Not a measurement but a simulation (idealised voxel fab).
The following process module bears the name voxel self aligned vias.
Each square cell in cross-section cut measures 5 nm, and the section as a whole is 250 nm wide.
In what follows, cross-sections appear as grids of square cells, described through bands that run from the top down, where every band is one or more rows of cells.
Each band's line starts with the height of the band's top and of its bottom, in nm. Then come its materials from left to right, each with its width in nm. One material with "throughout" fills the band from edge to edge. "empty" is empty space.
Where do heights start? At 0: under that level the wafer as delivered is made of one material only. And the lowest band has no floor; it just carries on downward, as in "z 0 and below".
Top row gets the first number, bottom row gets the second, and each row in between changes by the same step: that is how a band width like "30->40" works.
No cell of the cross-section changed in a step that is given as "nothing was modified".
Listed in "Enclosed cavities": every empty space of 8 or more cells without an open way to the top. Form: width x height at distance, the distance being from the left edge, all in nm.
It should be noted that, on the line of a given step, the content following the step's settings is a remark produced by the simulator itself with respect to that step.
You can add "overlay nm" to a step's line. For a step with a mask, it describes how far the mask lay to the right of its planned position, and a negative number describes a lay to the left.

THE PROCESS STEPS THAT WERE PLANNED ARE LISTED BELOW
- 1: RECEIVE [material Si]
- 2: CONFORMAL_DEP [material SiO2] [thk nm 15]
- 3: CONFORMAL_DEP [material SiCN] [thk nm 5]
- 4: DIRECTIONAL_DEP [material lowk] [thk nm 25]
- 5: MASKED_ETCH [tone open] [mask id LINES] [width nm 25] [pitch nm 60] [etch materials lowk] [depth nm 25] [overlay nm 0]
- 6: CONFORMAL_DEP [material TiN] [thk nm 5]
- 7: FILL_DEP [material W] [thk nm 5]
- 8: CMP [height nm 45]
- 9: SELECTIVE_ETCH [etch materials W Ru TiN] [depth nm 10]
- 10: FILL_DEP [material SiN] [thk nm 5]
- 11: CMP [height nm 45]
- 12: DIRECTIONAL_DEP [material lowk] [thk nm 20]
- 13: DIRECTIONAL_DEP [material aC] [thk nm 10]
- 14: PATTERN [tone open] [mask id VIAS] [material resist] [width nm 45] [pitch nm 60] [thk nm 30] [overlay nm 0]
- 15: DIRECTIONAL_ETCH [etch materials aC] [depth nm 10]
- 16: STRIP [etch materials resist]
- 17: DIRECTIONAL_ETCH [etch materials lowk] [depth nm 20]
- 18: DIRECTIONAL_ETCH [etch materials SiN] [depth nm 10]
- 19: STRIP [etch materials aC]
- 20: CONFORMAL_DEP [material TiN] [thk nm 5]
- 21: FILL_DEP [material Cu] [thk nm 10]
- 22: CMP [height nm 65]
- 23: CONFORMAL_DEP [material SiCN] [thk nm 5]

FIRST OF TWO WAFERS, PROCESSED ACCORDING TO PLAN

SO THIS IS THE INCOMING WAFER IN CROSS-SECTION - IT'S ALREADY BEEN THROUGH STEP 1
  z 0 and below | Si throughout
  Enclosed cavities: none

AFTER STEP 2, IN CROSS-SECTION
  z 15 to 0 | SiO2 throughout
  Everything under 0 stays put, no change at all.

AFTER STEP 3, IN CROSS-SECTION
  z 20 to 15 | SiCN throughout
  Everything under 15 stays put, no change at all.

AFTER STEP 4, IN CROSS-SECTION
  z 45 to 20 | lowk throughout
  Everything under 20 stays put, no change at all.

AFTER STEP 5, IN CROSS-SECTION
  z 45 to 20 | 80 nm lowk / 25 nm empty / 35 nm lowk / 25 nm empty / 85 nm lowk
  Everything under 20 stays put, no change at all.

AFTER STEP 6, IN CROSS-SECTION
  z 50 to 45 | 85 nm TiN / 15 nm empty / 45 nm TiN / 15 nm empty / 90 nm TiN
  z 45 to 25 | 80 nm lowk / 5 nm TiN / 15 nm empty / 5 nm TiN / 35 nm lowk / 5 nm TiN / 15 nm empty / 5 nm TiN / 85 nm lowk
  z 25 to 20 | 80 nm lowk / 25 nm TiN / 35 nm lowk / 25 nm TiN / 85 nm lowk
  Everything under 20 stays put, no change at all.

AFTER STEP 7, IN CROSS-SECTION
  z 55 to 50 | W throughout
  z 50 to 45 | 85 nm TiN / 15 nm W / 45 nm TiN / 15 nm W / 90 nm TiN
  z 45 to 25 | 80 nm lowk / 5 nm TiN / 15 nm W / 5 nm TiN / 35 nm lowk / 5 nm TiN / 15 nm W / 5 nm TiN / 85 nm lowk
  Everything under 25 stays put, no change at all.

AFTER STEP 8, IN CROSS-SECTION
  z 45 to 25 | 80 nm lowk / 5 nm TiN / 15 nm W / 5 nm TiN / 35 nm lowk / 5 nm TiN / 15 nm W / 5 nm TiN / 85 nm lowk
  Everything under 25 stays put, no change at all.

AFTER STEP 9, IN CROSS-SECTION
  z 45 to 35 | 80 nm lowk / 25 nm empty / 35 nm lowk / 25 nm empty / 85 nm lowk
  Everything under 35 stays put, no change at all.

AFTER STEP 10, IN CROSS-SECTION
  z 50 to 45 | SiN throughout
  z 45 to 35 | 80 nm lowk / 25 nm SiN / 35 nm lowk / 25 nm SiN / 85 nm lowk
  Everything under 35 stays put, no change at all.

AFTER STEP 11, IN CROSS-SECTION
  z 45 to 35 | 80 nm lowk / 25 nm SiN / 35 nm lowk / 25 nm SiN / 85 nm lowk
  Everything under 35 stays put, no change at all.

AFTER STEP 12, IN CROSS-SECTION
  z 65 to 45 | lowk throughout
  Everything under 45 stays put, no change at all.

AFTER STEP 13, IN CROSS-SECTION
  z 75 to 65 | aC throughout
  Everything under 65 stays put, no change at all.

AFTER STEP 14, IN CROSS-SECTION
  z 105 to 75 | 70 nm resist / 45 nm empty / 15 nm resist / 45 nm empty / 75 nm resist
  Everything under 75 stays put, no change at all.

AFTER STEP 15, IN CROSS-SECTION
  z 95 to 75 | 70 nm resist / 45 nm empty / 15 nm resist / 45 nm empty / 75 nm resist
  z 75 to 65 | 70 nm aC / 45 nm empty / 15 nm aC / 45 nm empty / 75 nm aC
  Everything under 65 stays put, no change at all.

AFTER STEP 16, IN CROSS-SECTION
  z 75 to 65 | 70 nm aC / 45 nm empty / 15 nm aC / 45 nm empty / 75 nm aC
  Everything under 65 stays put, no change at all.

AFTER STEP 17, IN CROSS-SECTION
  z 75 to 65 | 70 nm aC / 45 nm empty / 15 nm aC / 45 nm empty / 75 nm aC
  z 65 to 45 | 70 nm lowk / 45 nm empty / 15 nm lowk / 45 nm empty / 75 nm lowk
  Everything under 45 stays put, no change at all.

AFTER STEP 18, IN CROSS-SECTION
  z 75 to 65 | 70 nm aC / 45 nm empty / 15 nm aC / 45 nm empty / 75 nm aC
  z 65 to 45 | 70 nm lowk / 45 nm empty / 15 nm lowk / 45 nm empty / 75 nm lowk
  z 45 to 35 | 80 nm lowk / 25 nm empty / 35 nm lowk / 25 nm empty / 85 nm lowk
  Everything under 35 stays put, no change at all.

AFTER STEP 19, IN CROSS-SECTION
  z 65 to 45 | 70 nm lowk / 45 nm empty / 15 nm lowk / 45 nm empty / 75 nm lowk
  Everything under 45 stays put, no change at all.

AFTER STEP 20, IN CROSS-SECTION
  z 70 to 65 | 75 nm TiN / 35 nm empty / 25 nm TiN / 35 nm empty / 80 nm TiN
  z 65 to 50 | 70 nm lowk / 5 nm TiN / 35 nm empty / 5 nm TiN / 15 nm lowk / 5 nm TiN / 35 nm empty / 5 nm TiN / 75 nm lowk
  z 50 to 40 | 70->80 nm lowk / 15->5 nm TiN / 15 nm empty / 15->5 nm TiN / 15->35 nm lowk / 15->5 nm TiN / 15 nm empty / 15->5 nm TiN / 75->85 nm lowk
  z 40 to 35 | 80 nm lowk / 25 nm TiN / 35 nm lowk / 25 nm TiN / 85 nm lowk
  Everything under 35 stays put, no change at all.

AFTER STEP 21, IN CROSS-SECTION
  z 80 to 70 | Cu throughout
  z 70 to 65 | 75 nm TiN / 35 nm Cu / 25 nm TiN / 35 nm Cu / 80 nm TiN
  z 65 to 50 | 70 nm lowk / 5 nm TiN / 35 nm Cu / 5 nm TiN / 15 nm lowk / 5 nm TiN / 35 nm Cu / 5 nm TiN / 75 nm lowk
  z 50 to 40 | 70->80 nm lowk / 15->5 nm TiN / 15 nm Cu / 15->5 nm TiN / 15->35 nm lowk / 15->5 nm TiN / 15 nm Cu / 15->5 nm TiN / 75->85 nm lowk
  Everything under 40 stays put, no change at all.

AFTER STEP 22, IN CROSS-SECTION
  z 65 to 50 | 70 nm lowk / 5 nm TiN / 35 nm Cu / 5 nm TiN / 15 nm lowk / 5 nm TiN / 35 nm Cu / 5 nm TiN / 75 nm lowk
  Everything under 50 stays put, no change at all.

AFTER STEP 23, IN CROSS-SECTION
  z 70 to 65 | SiCN throughout
  Everything under 65 stays put, no change at all.

COMPANION WAFER, THE SECOND OF TWO: SAME BEGINNING, SAME INTENDED SEQUENCE, ONE MISTAKE IN CARRYING IT OUT; THROUGH STEP 13 INCLUSIVE IT TRACKS THE FIRST EXACTLY

SECOND WAFER CROSS-SECTION, TAKEN AS OF THE TIME THE PLAN SETS FOR STEP 14 TO BE DONE
  z 105 to 75 | 75 nm resist / 40 nm empty / 20 nm resist / 40 nm empty / 75 nm resist
  Everything under 75 stays put, no change at all.

SECOND WAFER CROSS-SECTION, TAKEN AS OF THE TIME THE PLAN SETS FOR STEP 15 TO BE DONE
  z 95 to 75 | 75 nm resist / 40 nm empty / 20 nm resist / 40 nm empty / 75 nm resist
  z 75 to 65 | 75 nm aC / 40 nm empty / 20 nm aC / 40 nm empty / 75 nm aC
  Everything under 65 stays put, no change at all.

SECOND WAFER CROSS-SECTION, TAKEN AS OF THE TIME THE PLAN SETS FOR STEP 16 TO BE DONE
  z 75 to 65 | 75 nm aC / 40 nm empty / 20 nm aC / 40 nm empty / 75 nm aC
  Everything under 65 stays put, no change at all.

SECOND WAFER CROSS-SECTION, TAKEN AS OF THE TIME THE PLAN SETS FOR STEP 17 TO BE DONE
  z 75 to 65 | 75 nm aC / 40 nm empty / 20 nm aC / 40 nm empty / 75 nm aC
  z 65 to 45 | 75 nm lowk / 40 nm empty / 20 nm lowk / 40 nm empty / 75 nm lowk
  Everything under 45 stays put, no change at all.

SECOND WAFER CROSS-SECTION, TAKEN AS OF THE TIME THE PLAN SETS FOR STEP 18 TO BE DONE
  z 75 to 65 | 75 nm aC / 40 nm empty / 20 nm aC / 40 nm empty / 75 nm aC
  z 65 to 45 | 75 nm lowk / 40 nm empty / 20 nm lowk / 40 nm empty / 75 nm lowk
  z 45 to 35 | 80 nm lowk / 25 nm empty / 35 nm lowk / 25 nm empty / 85 nm lowk
  Everything under 35 stays put, no change at all.

SECOND WAFER CROSS-SECTION, TAKEN AS OF THE TIME THE PLAN SETS FOR STEP 19 TO BE DONE
  z 65 to 45 | 75 nm lowk / 40 nm empty / 20 nm lowk / 40 nm empty / 75 nm lowk
  Everything under 45 stays put, no change at all.

SECOND WAFER CROSS-SECTION, TAKEN AS OF THE TIME THE PLAN SETS FOR STEP 20 TO BE DONE
  z 70 to 65 | 80 nm TiN / 30 nm empty / 30 nm TiN / 30 nm empty / 80 nm TiN
  z 65 to 50 | 75 nm lowk / 5 nm TiN / 30 nm empty / 5 nm TiN / 20 nm lowk / 5 nm TiN / 30 nm empty / 5 nm TiN / 75 nm lowk
  z 50 to 40 | 75->80 nm lowk / 10->5 nm TiN / 15 nm empty / 15->5 nm TiN / 20->35 nm lowk / 10->5 nm TiN / 15 nm empty / 15->5 nm TiN / 75->85 nm lowk
  z 40 to 35 | 80 nm lowk / 25 nm TiN / 35 nm lowk / 25 nm TiN / 85 nm lowk
  Everything under 35 stays put, no change at all.

SECOND WAFER CROSS-SECTION, TAKEN AS OF THE TIME THE PLAN SETS FOR STEP 21 TO BE DONE
  z 80 to 70 | Cu throughout
  z 70 to 65 | 80 nm TiN / 30 nm Cu / 30 nm TiN / 30 nm Cu / 80 nm TiN
  z 65 to 50 | 75 nm lowk / 5 nm TiN / 30 nm Cu / 5 nm TiN / 20 nm lowk / 5 nm TiN / 30 nm Cu / 5 nm TiN / 75 nm lowk
  z 50 to 40 | 75->80 nm lowk / 10->5 nm TiN / 15 nm Cu / 15->5 nm TiN / 20->35 nm lowk / 10->5 nm TiN / 15 nm Cu / 15->5 nm TiN / 75->85 nm lowk
  Everything under 40 stays put, no change at all.

SECOND WAFER CROSS-SECTION, TAKEN AS OF THE TIME THE PLAN SETS FOR STEP 22 TO BE DONE
  z 65 to 50 | 75 nm lowk / 5 nm TiN / 30 nm Cu / 5 nm TiN / 20 nm lowk / 5 nm TiN / 30 nm Cu / 5 nm TiN / 75 nm lowk
  Everything under 50 stays put, no change at all.

SECOND WAFER CROSS-SECTION, TAKEN AS OF THE TIME THE PLAN SETS FOR STEP 23 TO BE DONE
  z 70 to 65 | SiCN throughout
  Everything under 65 stays put, no change at all.
Finding, execution versus plan: step 14, actual vs plan mismatch, actual run PATTERN [tone open] [mask id VIAS] [material resist] [width nm 40] [pitch nm 60] [thk nm 30] [overlay nm 0]
End check, counted in cells, second wafer has more or fewer of these materials than the first: 6 fewer of Cu; 2 fewer of TiN; 8 more of lowk
